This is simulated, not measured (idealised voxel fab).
This is a process module. Its name is voxel capacitor over wiring.
It is cross-section cut that appears here, measuring 255 nm in width, its square cells being 5 nm in size.
Format of a cross-section: grid, square cells. Given as bands. Order: top down. Band: one or more rows of cells. Look at the band entry: it leads with the top's height and the bottom's height in nm. Then it lists the materials left to right, with a width in nm for each. The word "full width" on a single material says that material fills the band edge to edge. The word "blank" is empty space. Measure heights from 0. That's the level where, below it, the as-received wafer is all one material. The lowest band is bottomless and extends downward; write it as in "0 nm and below". So if you see something like "30..40" for the width, read it as the top row of the band sitting at the first number and the bottom row at the second, with every row in between moving by the same amount as the last. Where the words "same as before" appear for a step, the cross-section shows no cell changed by that step; every cell remained as before. So "Enclosed void catalog" is basically the list of trapped voids: any empty space of 8 cells or more that can't reach the top through an opening. They're written width x height at distance, the distance being from the left edge, and it's all nm. Where a step's line continues beyond its settings, the continuation is a remark by the simulator itself on that step. overlay nm: mask offset rightward from planned place, masked step; negative means leftward offset. Below you will find pairs of cross-sections. In each, one shows the wafer before one process step and the other after it, with the after view ending at the lowest band that changed. Under each pair is the step separating them, along with its settings. Do not assume the pairs form a chain: they can come from different runs of this module on the same starting wafer, and a pair continues from the pair above it only when its "Before-step section" entry says so.
Before-step section:
	50 nm to 35 nm = W full width
	35 nm to 30 nm = TiN full width
	30 nm to 0 nm = SiO2 full width
	0 nm and below = Si full width
	Enclosed void catalog: none
Result of Step:
	50 nm to 35 nm = blank 70 | W 25 | blank 60 | W 25 | blank 75
	Rest of section, below 35: as before.
	Enclosed void catalog: none
Between the two cross-sections above, the process step reads MASKED_ETCH [tone cover] [mask id METAL_1] [width nm 25] [pitch nm 85] [etch materials W] [depth nm 15] [overlay nm 0]
Before-step section: The structure entering this step is exactly what the pair just above shows after its step.
Result of Step:
	50 nm to 35 nm = blank 70 | W 25 | blank 60 | W 25 | blank 75
	35 nm to 30 nm = blank 70 | TiN 25 | blank 60 | TiN 25 | blank 75
	Rest of section, below 30: as before.
	Enclosed void catalog: none
Between the two cross-sections above, the process step reads MASKED_ETCH [tone cover] [mask id METAL_1] [width nm 25] [pitch nm 85] [etch materials TiN] [depth nm 5] [overlay nm 0]
Before-step section: The structure entering this step is exactly what the pair just above shows after its step.
Result of Step:
	55 nm to 50 nm = blank 65 | SiCN 35 | blank 50 | SiCN 35 | blank 70
	50 nm to 35 nm = blank 65 | SiCN 5 | W 25 | SiCN 5 | blank 50 | SiCN 5 | W 25 | SiCN 5 | blank 70
	35 nm to 30 nm = SiCN 70 | TiN 25 | SiCN 60 | TiN 25 | SiCN 75
	Rest of section, below 30: as before.
	Enclosed void catalog: none
Between the two cross-sections above, the process step reads CONFORMAL_DEP [material SiCN] [thk nm 5]
Before-step section: The structure entering this step is exactly what the pair just above shows after its step.
Result of Step:
	65 nm to 55 nm = lowk full width
	55 nm to 50 nm = lowk 65 | SiCN 35 | lowk 50 | SiCN 35 | lowk 70
	50 nm to 35 nm = lowk 65 | SiCN 5 | W 25 | SiCN 5 | lowk 50 | SiCN 5 | W 25 | SiCN 5 | lowk 70
	Rest of section, below 35: as before.
	Enclosed void catalog: none
Between the two cross-sections above, the process step reads FILL_DEP [material lowk] [thk nm 10]
Before-step section: The structure entering this step is exactly what the pair just above shows after its step.
Result of Step:
	35 nm to 30 nm = SiCN 70 | TiN 25 | SiCN 60 | TiN 25 | SiCN 75
	Rest of section, below 30: as before.
	Enclosed void catalog: none
Between the two cross-sections above, the process step reads CMP [height nm 35]
Before-step section: The structure entering this step is exactly what the pair just above shows after its step.
Result of Step:
	40 nm to 35 nm = SiCN full width
	Rest of section, below 35: as before.
	Enclosed void catalog: none
Between the two cross-sections above, the process step reads CONFORMAL_DEP [material SiCN] [thk nm 5]
Before-step section: The structure entering this step is exactly what the pair just above shows after its step.
Result of Step:
	50 nm to 40 nm = lowk full width
	Rest of section, below 40: as before.
	Enclosed void catalog: none
Between the two cross-sections above, the process step reads DIRECTIONAL_DEP [material lowk] [thk nm 10]
Before-step section: The structure entering this step is exactly what the pair just above shows after its step.
Result of Step:
	65 nm to 50 nm = aC full width
	Rest of section, below 50: as before.
	Enclosed void catalog: none
Between the two cross-sections above, the process step reads DIRECTIONAL_DEP [material aC] [thk nm 15]
Before-step section: The structure entering this step is exactly what the pair just above shows after its step.
Result of Step:
	95 nm to 65 nm = resist 80 | blank 15 | resist 160
	Rest of section, below 65: as before.
	Enclosed void catalog: none
Between the two cross-sections above, the process step reads PATTERN [tone open] [mask id PLUG_1] [material resist] [width nm 15] [thk nm 30] [overlay nm 0]
Before-step section: The structure entering this step is exactly what the pair just above shows after its step.
Result of Step:
	80 nm to 65 nm = resist 80 | blank 15 | resist 160
	65 nm to 50 nm = aC 80 | blank 15 | aC 160
	Rest of section, below 50: as before.
	Enclosed void catalog: none
Between the two cross-sections above, the process step reads DIRECTIONAL_ETCH [etch materials aC] [depth nm 15]
Before-step section: The structure entering this step is exactly what the pair just above shows after its step.
Result of Step:
	65 nm to 50 nm = aC 80 | blank 15 | aC 160
	Rest of section, below 50: as before.
	Enclosed void catalog: none
Between the two cross-sections above, the process step reads STRIP [etch materials resist]
Before-step section: The structure entering this step is exactly what the pair just above shows after its step.
Result of Step:
	65 nm to 50 nm = aC 80 | blank 15 | aC 160
	50 nm to 40 nm = lowk 80 | blank 15 | lowk 160
	Rest of section, below 40: as before.
	Enclosed void catalog: none
Between the two cross-sections above, the process step reads DIRECTIONAL_ETCH [etch materials lowk] [depth nm 10]
Before-step section: The structure entering this step is exactly what the pair just above shows after its step.
Result of Step:
	65 nm to 50 nm = aC 80 | blank 15 | aC 160
	50 nm to 40 nm = lowk 80 | blank 15 | lowk 160
	40 nm to 35 nm = SiCN 80 | blank 15 | SiCN 160
	Rest of section, below 35: as before.
	Enclosed void catalog: none
Between the two cross-sections above, the process step reads DIRECTIONAL_ETCH [etch materials SiCN] [depth nm 5]
Before-step section: The structure entering this step is exactly what the pair just above shows after its step.
Result of Step:
	50 nm to 40 nm = lowk 80 | blank 15 | lowk 160
	Rest of section, below 40: as before.
	Enclosed void catalog: none
Between the two cross-sections above, the process step reads STRIP [etch materials aC]
Before-step section: The structure entering this step is exactly what the pair just above shows after its step.
Result of Step:
	55 nm to 50 nm = TiN 85 | blank 5 | TiN 165
	50 nm to 40 nm = lowk 80 | TiN 5 | blank 5 | TiN 5 | lowk 160
	40 nm to 35 nm = SiCN 80 | TiN 15 | SiCN 160
	Rest of section, below 35: as before.
	Enclosed void catalog: none
Between the two cross-sections above, the process step reads CONFORMAL_DEP [material TiN] [thk nm 5]
Before-step section: The structure entering this step is exactly what the pair just above shows after its step.
Result of Step:
	60 nm to 55 nm = Cu full width
	55 nm to 50 nm = TiN 85 | Cu 5 | TiN 165
	50 nm to 40 nm = lowk 80 | TiN 5 | Cu 5 | TiN 5 | lowk 160
	Rest of section, below 40: as before.
	Enclosed void catalog: none
Between the two cross-sections above, the process step reads FILL_DEP [material Cu] [thk nm 5]
Before-step section: The structure entering this step is exactly what the pair just above shows after its step.
Result of Step:
	50 nm to 40 nm = lowk 80 | TiN 5 | Cu 5 | TiN 5 | lowk 160
	Rest of section, below 40: as before.
	Enclosed void catalog: none
Between the two cross-sections above, the process step reads CMP [height nm 50]
Before-step section: The structure entering this step is exactly what the pair just above shows after its step.
Result of Step:
	55 nm to 50 nm = TiN full width
	Rest of section, below 50: as before.
	Enclosed void catalog: none
Between the two cross-sections above, the process step reads DIRECTIONAL_DEP [material TiN] [thk nm 5]
Before-step section: The structure entering this step is exactly what the pair just above shows after its step.
Result of Step:
	60 nm to 55 nm = HfO2 full width
	Rest of section, below 55: as before.
	Enclosed void catalog: none
Between the two cross-sections above, the process step reads DIRECTIONAL_DEP [material HfO2] [thk nm 5]
Before-step section: The structure entering this step is exactly what the pair just above shows after its step.
Result of Step:
	70 nm to 60 nm = TiN full width
	Rest of section, below 60: as before.
	Enclosed void catalog: none
Between the two cross-sections above, the process step reads DIRECTIONAL_DEP [material TiN] [thk nm 10]
Before-step section: The structure entering this step is exactly what the pair just above shows after its step.
Result of Step:
	85 nm to 70 nm = aC full width
	Rest of section, below 70: as before.
	Enclosed void catalog: none
Between the two cross-sections above, the process step reads DIRECTIONAL_DEP [material aC] [thk nm 15]
Before-step section: The structure entering this step is exactly what the pair just above shows after its step.
Result of Step:
	120 nm to 85 nm = blank 80 | resist 65 | blank 110
	Rest of section, below 85: as before.
	Enclosed void catalog: none
Between the two cross-sections above, the process step reads PATTERN [tone cover] [mask id UPPER_PLATE] [material resist] [width nm 65] [thk nm 35] [overlay nm 0]
Before-step section: The structure entering this step is exactly what the pair just above shows after its step.
Result of Step:
	105 nm to 85 nm = blank 80 | resist 65 | blank 110
	85 nm to 70 nm = blank 80 | aC 65 | blank 110
	Rest of section, below 70: as before.
	Enclosed void catalog: none
Between the two cross-sections above, the process step reads DIRECTIONAL_ETCH [etch materials aC] [depth nm 15]
Before-step section: The structure entering this step is exactly what the pair just above shows after its step.
Result of Step:
	85 nm to 70 nm = blank 80 | aC 65 | blank 110
	Rest of section, below 70: as before.
	Enclosed void catalog: none
Between the two cross-sections above, the process step reads STRIP [etch materials resist]
Before-step section: The structure entering this step is exactly what the pair just above shows after its step.
Result of Step:
	85 nm to 70 nm = blank 80 | aC 65 | blank 110
	70 nm to 60 nm = blank 80 | TiN 65 | blank 110
	Rest of section, below 60: as before.
	Enclosed void catalog: none
Between the two cross-sections above, the process step reads DIRECTIONAL_ETCH [etch materials TiN] [depth nm 10]
Before-step section: The structure entering this step is exactly what the pair just above shows after its step.
Result of Step:
	85 nm to 70 nm = blank 80 | aC 65 | blank 110
	70 nm to 60 nm = blank 80 | TiN 65 | blank 110
	60 nm to 55 nm = blank 80 | HfO2 65 | blank 110
	Rest of section, below 55: as before.
	Enclosed void catalog: none
Between the two cross-sections above, the process step reads DIRECTIONAL_ETCH [etch materials HfO2] [depth nm 5]
Before-step section: The structure entering this step is exactly what the pair just above shows after its step.
Result of Step:
	70 nm to 60 nm = blank 80 | TiN 65 | blank 110
	Rest of section, below 60: as before.
	Enclosed void catalog: none
Between the two cross-sections above, the process step reads STRIP [etch materials aC]
Before-step section: The structure entering this step is exactly what the pair just above shows after its step.
Result of Step:
	85 nm to 70 nm = blank 80 | aC 65 | blank 110
	70 nm to 60 nm = aC 80 | TiN 65 | aC 110
	60 nm to 55 nm = aC 80 | HfO2 65 | aC 110
	Rest of section, below 55: as before.
	Enclosed void catalog: none
Between the two cross-sections above, the process step reads DIRECTIONAL_DEP [material aC] [thk nm 15]
Before-step section: The structure entering this step is exactly what the pair just above shows after its step.
Result of Step:
	115 nm to 85 nm = blank 75 | resist 75 | blank 105
	85 nm to 70 nm = blank 75 | resist 5 | aC 65 | resist 5 | blank 105
	Rest of section, below 70: as before.
	Enclosed void catalog: none
Between the two cross-sections above, the process step reads PATTERN [tone cover] [mask id LOWER_PLATE] [material resist] [width nm 75] [thk nm 30] [overlay nm 0]
Before-step section: The structure entering this step is exactly what the pair just above shows after its step.
Result of Step:
	100 nm to 85 nm = blank 75 | resist 75 | blank 105
	85 nm to 70 nm = blank 75 | resist 5 | aC 65 | resist 5 | blank 105
	70 nm to 60 nm = blank 75 | aC 5 | TiN 65 | aC 5 | blank 105
	60 nm to 55 nm = blank 75 | aC 5 | HfO2 65 | aC 5 | blank 105
	Rest of section, below 55: as before.
	Enclosed void catalog: none
Between the two cross-sections above, the process step reads DIRECTIONAL_ETCH [etch materials aC] [depth nm 15]
Before-step section: The structure entering this step is exactly what the pair just above shows after its step.
Result of Step:
	85 nm to 70 nm = blank 80 | aC 65 | blank 110
	Rest of section, below 70: as before.
	Enclosed void catalog: none
Between the two cross-sections above, the process step reads STRIP [etch materials resist]
Before-step section: The structure entering this step is exactly what the pair just above shows after its step.
Result of Step:
	85 nm to 70 nm = blank 80 | aC 65 | blank 110
	70 nm to 60 nm = blank 75 | aC 5 | TiN 65 | aC 5 | blank 105
	60 nm to 55 nm = blank 75 | aC 5 | HfO2 65 | aC 5 | blank 105
	55 nm to 50 nm = blank 75 | TiN 75 | blank 105
	Rest of section, below 50: as before.
	Enclosed void catalog: none
Between the two cross-sections above, the process step reads DIRECTIONAL_ETCH [etch materials TiN] [depth nm 5]
Before-step section: The structure entering this step is exactly what the pair just above shows after its step.
Result of Step:
	70 nm to 60 nm = blank 80 | TiN 65 | blank 110
	60 nm to 55 nm = blank 80 | HfO2 65 | blank 110
	Rest of section, below 55: as before.
	Enclosed void catalog: none
Between the two cross-sections above, the process step reads STRIP [etch materials aC]
Before-step section: The structure entering this step is exactly what the pair just above shows after its step.
Result of Step:
	90 nm to 70 nm = SiO2 full width
	70 nm to 60 nm = SiO2 80 | TiN 65 | SiO2 110
	60 nm to 55 nm = SiO2 80 | HfO2 65 | SiO2 110
	55 nm to 50 nm = SiO2 75 | TiN 75 | SiO2 105
	Rest of section, below 50: as before.
	Enclosed void catalog: none
Between the two cross-sections above, the process step reads FILL_DEP [material SiO2] [thk nm 20]
Before-step section: The structure entering this step is exactly what the pair just above shows after its step.
Result of Step:
	85 nm to 70 nm = SiO2 full width
	Rest of section, below 70: as before.
	Enclosed void catalog: none
Between the two cross-sections above, the process step reads CMP [height nm 85]
Before-step section: The structure entering this step is exactly what the pair just above shows after its step.
Result of Step:
	100 nm to 85 nm = resist 90 | blank 15 | resist 150
	Rest of section, below 85: as before.
	Enclosed void catalog: none
Between the two cross-sections above, the process step reads PATTERN [tone open] [mask id PLUG_2] [material resist] [width nm 15] [thk nm 15] [overlay nm 0]
Before-step section: The structure entering this step is exactly what the pair just above shows after its step.
Result of Step:
	100 nm to 85 nm = resist 90 | blank 15 | resist 150
	85 nm to 70 nm = SiO2 90 | blank 15 | SiO2 150
	Rest of section, below 70: as before.
	Enclosed void catalog: none
Between the two cross-sections above, the process step reads DIRECTIONAL_ETCH [etch materials SiO2] [depth nm 15]
Before-step section: The structure entering this step is exactly what the pair just above shows after its step.
Result of Step:
	85 nm to 70 nm = SiO2 90 | blank 15 | SiO2 150
	Rest of section, below 70: as before.
	Enclosed void catalog: none
Between the two cross-sections above, the process step reads STRIP [etch materials resist]
Before-step section: The structure entering this step is exactly what the pair just above shows after its step.
Result of Step:
	90 nm to 85 nm = TiN 95 | blank 5 | TiN 155
	85 nm to 75 nm = SiO2 90 | TiN 5 | blank 5 | TiN 5 | SiO2 150
	75 nm to 70 nm = SiO2 90 | TiN 15 | SiO2 150
	Rest of section, below 70: as before.
	Enclosed void catalog: none
Between the two cross-sections above, the process step reads CONFORMAL_DEP [material TiN] [thk nm 5]
Before-step section: The structure entering this step is exactly what the pair just above shows after its step.
Result of Step:
	95 nm to 90 nm = Cu full width
	90 nm to 85 nm = TiN 95 | Cu 5 | TiN 155
	85 nm to 75 nm = SiO2 90 | TiN 5 | Cu 5 | TiN 5 | SiO2 150
	Rest of section, below 75: as before.
	Enclosed void catalog: none
Between the two cross-sections above, the process step reads FILL_DEP [material Cu] [thk nm 5]
Before-step section: The structure entering this step is exactly what the pair just above shows after its step.
Result of Step:
	85 nm to 75 nm = SiO2 90 | TiN 5 | Cu 5 | TiN 5 | SiO2 150
	Rest of section, below 75: as before.
	Enclosed void catalog: none
Between the two cross-sections above, the process step reads CMP [height nm 85]
Before-step section: The structure entering this step is exactly what the pair just above shows after its step.
Result of Step:
	90 nm to 85 nm = SiCN full width
	Rest of section, below 85: as before.
	Enclosed void catalog: none
Between the two cross-sections above, the process step reads CONFORMAL_DEP [material SiCN] [thk nm 5]
Before-step section:
	0 nm and below = Si full width
	Enclosed void catalog: none
Result of Step:
	5 nm to 0 nm = TiN full width
	Rest of section, below 0: as before.
	Enclosed void catalog: none
Between the two cross-sections above, the process step reads DIRECTIONAL_DEP [material TiN] [thk nm 5]
Before-step section: The structure entering this step is exactly what the pair just above shows after its step.
Result of Step:
	20 nm to 5 nm = SiO2 full width
	Rest of section, below 5: as before.
	Enclosed void catalog: none
Between the two cross-sections above, the process step reads CONFORMAL_DEP [material SiO2] [thk nm 15]
Before-step section: The structure entering this step is exactly what the pair just above shows after its step.
Result of Step:
	35 nm to 20 nm = W full width
	Rest of section, below 20: as before.
	Enclosed void catalog: none
Between the two cross-sections above, the process step reads DIRECTIONAL_DEP [material W] [thk nm 15]
Before-step section: The structure entering this step is exactly what the pair just above shows after its step.
Result of Step:
	35 nm to 20 nm = blank 70 | W 25 | blank 60 | W 25 | blank 75
	Rest of section, below 20: as before.
	Enclosed void catalog: none
Between the two cross-sections above, the process step reads MASKED_ETCH [tone cover] [mask id METAL_1] [width nm 25] [pitch nm 85] [etch materials W] [depth nm 15] [overlay nm 0]
Before-step section: The structure entering this step is exactly what the pair just above shows after its step.
Result of Step:
	40 nm to 35 nm = blank 65 | SiCN 35 | blank 50 | SiCN 35 | blank 70
	35 nm to 25 nm = blank 65 | SiCN 5 | W 25 | SiCN 5 | blank 50 | SiCN 5 | W 25 | SiCN 5 | blank 70
	25 nm to 20 nm = SiCN 70 | W 25 | SiCN 60 | W 25 | SiCN 75
	Rest of section, below 20: as before.
	Enclosed void catalog: none
Between the two cross-sections above, the process step reads CONFORMAL_DEP [material SiCN] [thk nm 5]
Before-step section: The structure entering this step is exactly what the pair just above shows after its step.
Result of Step:
	50 nm to 40 nm = lowk full width
	40 nm to 35 nm = lowk 65 | SiCN 35 | lowk 50 | SiCN 35 | lowk 70
	35 nm to 25 nm = lowk 65 | SiCN 5 | W 25 | SiCN 5 | lowk 50 | SiCN 5 | W 25 | SiCN 5 | lowk 70
	Rest of section, below 25: as before.
	Enclosed void catalog: none
Between the two cross-sections above, the process step reads FILL_DEP [material lowk] [thk nm 10]
Before-step section: The structure entering this step is exactly what the pair just above shows after its step.
Result of Step:
	35 nm to 25 nm = lowk 65 | SiCN 5 | W 25 | SiCN 5 | lowk 50 | SiCN 5 | W 25 | SiCN 5 | lowk 70
	Rest of section, below 25: as before.
	Enclosed void catalog: none
Between the two cross-sections above, the process step reads CMP [height nm 35]
Before-step section: The structure entering this step is exactly what the pair just above shows after its step.
Result of Step:
	40 nm to 35 nm = SiCN full width
	Rest of section, below 35: as before.
	Enclosed void catalog: none
Between the two cross-sections above, the process step reads CONFORMAL_DEP [material SiCN] [thk nm 5]
Before-step section: The structure entering this step is exactly what the pair just above shows after its step.
Result of Step:
	50 nm to 40 nm = lowk full width
	Rest of section, below 40: as before.
	Enclosed void catalog: none
Between the two cross-sections above, the process step reads DIRECTIONAL_DEP [material lowk] [thk nm 10]
Before-step section: The structure entering this step is exactly what the pair just above shows after its step.
Result of Step:
	65 nm to 50 nm = aC full width
	Rest of section, below 50: as before.
	Enclosed void catalog: none
Between the two cross-sections above, the process step reads DIRECTIONAL_DEP [material aC] [thk nm 15]
Before-step section: The structure entering this step is exactly what the pair just above shows after its step.
Result of Step:
	95 nm to 65 nm = resist 80 | blank 15 | resist 160
	Rest of section, below 65: as before.
	Enclosed void catalog: none
Between the two cross-sections above, the process step reads PATTERN [tone open] [mask id PLUG_1] [material resist] [width nm 15] [thk nm 30] [overlay nm 0]
Before-step section: The structure entering this step is exactly what the pair just above shows after its step.
Result of Step:
	80 nm to 65 nm = resist 80 | blank 15 | resist 160
	65 nm to 50 nm = aC 80 | blank 15 | aC 160
	Rest of section, below 50: as before.
	Enclosed void catalog: none
Between the two cross-sections above, the process step reads DIRECTIONAL_ETCH [etch materials aC] [depth nm 15]
Before-step section: The structure entering this step is exactly what the pair just above shows after its step.
Result of Step:
	65 nm to 50 nm = aC 80 | blank 15 | aC 160
	Rest of section, below 50: as before.
	Enclosed void catalog: none
Between the two cross-sections above, the process step reads STRIP [etch materials resist]
Before-step section: The structure entering this step is exactly what the pair just above shows after its step.
Result of Step:
	65 nm to 50 nm = aC 80 | blank 15 | aC 160
	50 nm to 40 nm = lowk 80 | blank 15 | lowk 160
	Rest of section, below 40: as before.
	Enclosed void catalog: none
Between the two cross-sections above, the process step reads DIRECTIONAL_ETCH [etch materials lowk] [depth nm 10]
Before-step section: The structure entering this step is exactly what the pair just above shows after its step.
Result of Step:
	65 nm to 50 nm = aC 80 | blank 15 | aC 160
	50 nm to 40 nm = lowk 80 | blank 15 | lowk 160
	40 nm to 35 nm = SiCN 80 | blank 15 | SiCN 160
	Rest of section, below 35: as before.
	Enclosed void catalog: none
Between the two cross-sections above, the process step reads DIRECTIONAL_ETCH [etch materials SiCN] [depth nm 5]
Before-step section: The structure entering this step is exactly what the pair just above shows after its step.
Result of Step:
	50 nm to 40 nm = lowk 80 | blank 15 | lowk 160
	Rest of section, below 40: as before.
	Enclosed void catalog: none
Between the two cross-sections above, the process step reads STRIP [etch materials aC]
Before-step section: The structure entering this step is exactly what the pair just above shows after its step.
Result of Step:
	55 nm to 50 nm = TiN 85 | blank 5 | TiN 165
	50 nm to 40 nm = lowk 80 | TiN 5 | blank 5 | TiN 5 | lowk 160
	40 nm to 35 nm = SiCN 80 | TiN 15 | SiCN 160
	Rest of section, below 35: as before.
	Enclosed void catalog: none
Between the two cross-sections above, the process step reads CONFORMAL_DEP [material TiN] [thk nm 5]
Before-step section: The structure entering this step is exactly what the pair just above shows after its step.
Result of Step:
	60 nm to 55 nm = Cu full width
	55 nm to 50 nm = TiN 85 | Cu 5 | TiN 165
	50 nm to 40 nm = lowk 80 | TiN 5 | Cu 5 | TiN 5 | lowk 160
	Rest of section, below 40: as before.
	Enclosed void catalog: none
Between the two cross-sections above, the process step reads FILL_DEP [material Cu] [thk nm 5]
Before-step section: The structure entering this step is exactly what the pair just above shows after its step.
Result of Step:
	50 nm to 40 nm = lowk 80 | TiN 5 | Cu 5 | TiN 5 | lowk 160
	Rest of section, below 40: as before.
	Enclosed void catalog: none
Between the two cross-sections above, the process step reads CMP [height nm 50]
Before-step section: The structure entering this step is exactly what the pair just above shows after its step.
Result of Step:
	55 nm to 50 nm = TiN full width
	Rest of section, below 50: as before.
	Enclosed void catalog: none
Between the two cross-sections above, the process step reads DIRECTIONAL_DEP [material TiN] [thk nm 5]
Before-step section: The structure entering this step is exactly what the pair just above shows after its step.
Result of Step:
	60 nm to 55 nm = HfO2 full width
	Rest of section, below 55: as before.
	Enclosed void catalog: none
Between the two cross-sections above, the process step reads DIRECTIONAL_DEP [material HfO2] [thk nm 5]
Before-step section: The structure entering this step is exactly what the pair just above shows after its step.
Result of Step:
	70 nm to 60 nm = TiN full width
	Rest of section, below 60: as before.
	Enclosed void catalog: none
Between the two cross-sections above, the process step reads DIRECTIONAL_DEP [material TiN] [thk nm 10]
Before-step section: The structure entering this step is exactly what the pair just above shows after its step.
Result of Step:
	85 nm to 70 nm = aC full width
	Rest of section, below 70: as before.
	Enclosed void catalog: none
Between the two cross-sections above, the process step reads DIRECTIONAL_DEP [material aC] [thk nm 15]
Before-step section: The structure entering this step is exactly what the pair just above shows after its step.
Result of Step:
	120 nm to 85 nm = blank 80 | resist 65 | blank 110
	Rest of section, below 85: as before.
	Enclosed void catalog: none
Between the two cross-sections above, the process step reads PATTERN [tone cover] [mask id UPPER_PLATE] [material resist] [width nm 65] [thk nm 35] [overlay nm 0]
Before-step section: The structure entering this step is exactly what the pair just above shows after its step.
Result of Step:
	105 nm to 85 nm = blank 80 | resist 65 | blank 110
	85 nm to 70 nm = blank 80 | aC 65 | blank 110
	Rest of section, below 70: as before.
	Enclosed void catalog: none
Between the two cross-sections above, the process step reads DIRECTIONAL_ETCH [etch materials aC] [depth nm 15]
Before-step section: The structure entering this step is exactly what the pair just above shows after its step.
Result of Step:
	85 nm to 70 nm = blank 80 | aC 65 | blank 110
	Rest of section, below 70: as before.
	Enclosed void catalog: none
Between the two cross-sections above, the process step reads STRIP [etch materials resist]
Before-step section: The structure entering this step is exactly what the pair just above shows after its step.
Result of Step:
	85 nm to 70 nm = blank 80 | aC 65 | blank 110
	70 nm to 60 nm = blank 80 | TiN 65 | blank 110
	Rest of section, below 60: as before.
	Enclosed void catalog: none
Between the two cross-sections above, the process step reads DIRECTIONAL_ETCH [etch materials TiN] [depth nm 10]
Before-step section: The structure entering this step is exactly what the pair just above shows after its step.
Result of Step:
	85 nm to 70 nm = blank 80 | aC 65 | blank 110
	70 nm to 60 nm = blank 80 | TiN 65 | blank 110
	60 nm to 55 nm = blank 80 | HfO2 65 | blank 110
	Rest of section, below 55: as before.
	Enclosed void catalog: none
Between the two cross-sections above, the process step reads DIRECTIONAL_ETCH [etch materials HfO2] [depth nm 5]
Before-step section: The structure entering this step is exactly what the pair just above shows after its step.
Result of Step:
	70 nm to 60 nm = blank 80 | TiN 65 | blank 110
	Rest of section, below 60: as before.
	Enclosed void catalog: none
Between the two cross-sections above, the process step reads STRIP [etch materials aC]
Before-step section: The structure entering this step is exactly what the pair just above shows after its step.
Result of Step:
	85 nm to 70 nm = blank 80 | aC 65 | blank 110
	70 nm to 60 nm = aC 80 | TiN 65 | aC 110
	60 nm to 55 nm = aC 80 | HfO2 65 | aC 110
	Rest of section, below 55: as before.
	Enclosed void catalog: none
Between the two cross-sections above, the process step reads DIRECTIONAL_DEP [material aC] [thk nm 15]
Before-step section: The structure entering this step is exactly what the pair just above shows after its step.
Result of Step:
	115 nm to 85 nm = blank 75 | resist 75 | blank 105
	85 nm to 70 nm = blank 75 | resist 5 | aC 65 | resist 5 | blank 105
	Rest of section, below 70: as before.
	Enclosed void catalog: none
Between the two cross-sections above, the process step reads PATTERN [tone cover] [mask id LOWER_PLATE] [material resist] [width nm 75] [thk nm 30] [overlay nm 0]
Before-step section: The structure entering this step is exactly what the pair just above shows after its step.
Result of Step:
	100 nm to 85 nm = blank 75 | resist 75 | blank 105
	85 nm to 70 nm = blank 75 | resist 5 | aC 65 | resist 5 | blank 105
	70 nm to 60 nm = blank 75 | aC 5 | TiN 65 | aC 5 | blank 105
	60 nm to 55 nm = blank 75 | aC 5 | HfO2 65 | aC 5 | blank 105
	Rest of section, below 55: as before.
	Enclosed void catalog: none
Between the two cross-sections above, the process step reads DIRECTIONAL_ETCH [etch materials aC] [depth nm 15]
Before-step section: The structure entering this step is exactly what the pair just above shows after its step.
Result of Step:
	85 nm to 70 nm = blank 80 | aC 65 | blank 110
	Rest of section, below 70: as before.
	Enclosed void catalog: none
Between the two cross-sections above, the process step reads STRIP [etch materials resist]
Before-step section: The structure entering this step is exactly what the pair just above shows after its step.
Result of Step:
	85 nm to 70 nm = blank 80 | aC 65 | blank 110
	70 nm to 60 nm = blank 75 | aC 5 | TiN 65 | aC 5 | blank 105
	60 nm to 55 nm = blank 75 | aC 5 | HfO2 65 | aC 5 | blank 105
	55 nm to 50 nm = blank 75 | TiN 75 | blank 105
	Rest of section, below 50: as before.
	Enclosed void catalog: none
Between the two cross-sections above, the process step reads DIRECTIONAL_ETCH [etch materials TiN] [depth nm 5]
Before-step section: The structure entering this step is exactly what the pair just above shows after its step.
Result of Step:
	70 nm to 60 nm = blank 80 | TiN 65 | blank 110
	60 nm to 55 nm = blank 80 | HfO2 65 | blank 110
	Rest of section, below 55: as before.
	Enclosed void catalog: none
Between the two cross-sections above, the process step reads STRIP [etch materials aC]
Before-step section: The structure entering this step is exactly what the pair just above shows after its step.
Result of Step:
	90 nm to 70 nm = SiO2 full width
	70 nm to 60 nm = SiO2 80 | TiN 65 | SiO2 110
	60 nm to 55 nm = SiO2 80 | HfO2 65 | SiO2 110
	55 nm to 50 nm = SiO2 75 | TiN 75 | SiO2 105
	Rest of section, below 50: as before.
	Enclosed void catalog: none
Between the two cross-sections above, the process step reads FILL_DEP [material SiO2] [thk nm 20]
Before-step section: The structure entering this step is exactly what the pair just above shows after its step.
Result of Step:
	85 nm to 70 nm = SiO2 full width
	Rest of section, below 70: as before.
	Enclosed void catalog: none
Between the two cross-sections above, the process step reads CMP [height nm 85]
Before-step section: The structure entering this step is exactly what the pair just above shows after its step.
Result of Step:
	100 nm to 85 nm = resist 90 | blank 15 | resist 150
	Rest of section, below 85: as before.
	Enclosed void catalog: none
Between the two cross-sections above, the process step reads PATTERN [tone open] [mask id PLUG_2] [material resist] [width nm 15] [thk nm 15] [overlay nm 0]
Before-step section: The structure entering this step is exactly what the pair just above shows after its step.
Result of Step:
	100 nm to 85 nm = resist 90 | blank 15 | resist 150
	85 nm to 70 nm = SiO2 90 | blank 15 | SiO2 150
	Rest of section, below 70: as before.
	Enclosed void catalog: none
Between the two cross-sections above, the process step reads DIRECTIONAL_ETCH [etch materials SiO2] [depth nm 15]
Before-step section: The structure entering this step is exactly what the pair just above shows after its step.
Result of Step:
	85 nm to 70 nm = SiO2 90 | blank 15 | SiO2 150
	Rest of section, below 70: as before.
	Enclosed void catalog: none
Between the two cross-sections above, the process step reads STRIP [etch materials resist]
Before-step section: The structure entering this step is exactly what the pair just above shows after its step.
Result of Step:
	90 nm to 85 nm = TiN 95 | blank 5 | TiN 155
	85 nm to 75 nm = SiO2 90 | TiN 5 | blank 5 | TiN 5 | SiO2 150
	75 nm to 70 nm = SiO2 90 | TiN 15 | SiO2 150
	Rest of section, below 70: as before.
	Enclosed void catalog: none
Between the two cross-sections above, the process step reads CONFORMAL_DEP [material TiN] [thk nm 5]
Before-step section: The structure entering this step is exactly what the pair just above shows after its step.
Result of Step:
	95 nm to 90 nm = Cu full width
	90 nm to 85 nm = TiN 95 | Cu 5 | TiN 155
	85 nm to 75 nm = SiO2 90 | TiN 5 | Cu 5 | TiN 5 | SiO2 150
	Rest of section, below 75: as before.
	Enclosed void catalog: none
Between the two cross-sections above, the process step reads FILL_DEP [material Cu] [thk nm 5]
Before-step section: The structure entering this step is exactly what the pair just above shows after its step.
Result of Step:
	85 nm to 75 nm = SiO2 90 | TiN 5 | Cu 5 | TiN 5 | SiO2 150
	Rest of section, below 75: as before.
	Enclosed void catalog: none
Between the two cross-sections above, the process step reads CMP [height nm 85]
Before-step section: The structure entering this step is exactly what the pair just above shows after its step.
Result of Step:
	90 nm to 85 nm = SiCN full width
	Rest of section, below 85: as before.
	Enclosed void catalog: none
Between the two cross-sections above, the process step reads CONFORMAL_DEP [material SiCN] [thk nm 5]
